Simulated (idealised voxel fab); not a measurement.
The process module that follows is named voxel self aligned contacts.
FYI the section here is cut, 195 nm wide, cells are 5 nm squares.
Think of the cross-section as a grid of square cells. We describe it in bands, top to bottom, and each band covers one or more rows of those cells. Within each band entry, the heights of the top and of the bottom of the band appear first, in that order and in nm; the materials of the band then follow from left to right, each with its corresponding width in nm. The designation "full width" on a single material indicates that it fills the band from edge to edge; the designation "blank" indicates empty space. Ref level 0: as-received wafer is one material below here. Bottom band extends down with no lower bound ("0 and below"). Width "30->40": first value at the band's top row of cells, second value at its bottom row, equal change from row to row. What does "nothing was modified" mean for a step? It means no cell of the cross-section changed in that step. The entry titled "Voids, fully enclosed" provides the empty spaces that have no open way to the top, restricted to those of 8 cells or more. Each is presented as width x height at distance, the distance being measured from the left edge, with all three in nm. Anything after a step's settings on that line? It's the simulator's own note about the step. Each step line may optionally specify "overlay nm", which for a step with a mask gives the rightward distance between the mask's planned place and where it lay, a negative value indicating the leftward direction.
[Planned process steps]
| 1 | RECEIVE [material Si] |
| 2 | OXIDIZE [depth nm 5] |
| 3 | DIRECTIONAL_DEP [material polySi] [thk nm 20] |
| 4 | DIRECTIONAL_DEP [material SiN] [thk nm 25] |
| 5 | MASKED_ETCH [tone cover] [mask id GATE] [width nm 30] [pitch nm 70] [etch materials SiN] [depth nm 25] [overlay nm 0] |
| 6 | MASKED_ETCH [tone cover] [mask id GATE] [width nm 30] [pitch nm 70] [etch materials polySi] [depth nm 20] [overlay nm 0] |
| 7 | CONFORMAL_DEP [material SiN] [thk nm 10] |
| 8 | DIRECTIONAL_ETCH [etch materials SiN] [depth nm 10] |
| 9 | FILL_DEP [material SiO2] [thk nm 15] |
| 10 | CMP [height nm 50] |
| 11 | DIRECTIONAL_DEP [material aC] [thk nm 15] |
| 12 | PATTERN [tone open] [mask id CONTACT] [material resist] [width nm 50] [thk nm 35] [overlay nm 0] |
| 13 | DIRECTIONAL_ETCH [etch materials aC] [depth nm 15] |
| 14 | STRIP [etch materials resist] |
| 15 | DIRECTIONAL_ETCH [etch materials SiO2] [depth nm 55] |
| 16 | STRIP [etch materials aC] |
| 17 | CONFORMAL_DEP [material TiN] [thk nm 5] |
| 18 | FILL_DEP [material Ru] [thk nm 10] |
| 19 | CMP [height nm 50] |
| 20 | CONFORMAL_DEP [material SiCN] [thk nm 5] |
[Here's what the wafer looked like in cross-section when it arrived - that's after step 1]
  0 and below  Si full width
  Voids, fully enclosed: none
[Starting structure and process plan are as shown above, but one mistake was made in running the module; the wafer cross-section at the end of the module follows]
  70 down to 65  SiCN full width
  65 down to 55  Ru full width
  55 down to 50  TiN 75  Ru 40  TiN 80
  50 down to 45  SiO2 70  TiN 20  Ru 10  TiN 20  SiO2 75
  45 down to 20  SiO2 35  SiN 50  TiN 5  Ru 10  TiN 5  SiN 50  SiO2 40
  20 down to 0  SiO2 35  SiN 10  polySi 30  SiN 10  TiN 5  Ru 10  TiN 5  SiN 10  polySi 30  SiN 10  SiO2 40
  0 down to -5  SiO2 85  TiN 20  SiO2 90
  -5 and below  Si full width
  Voids, fully enclosed: none
Against the plan, the run slipped here: the plan's step 19 went unexecuted, having been skipped
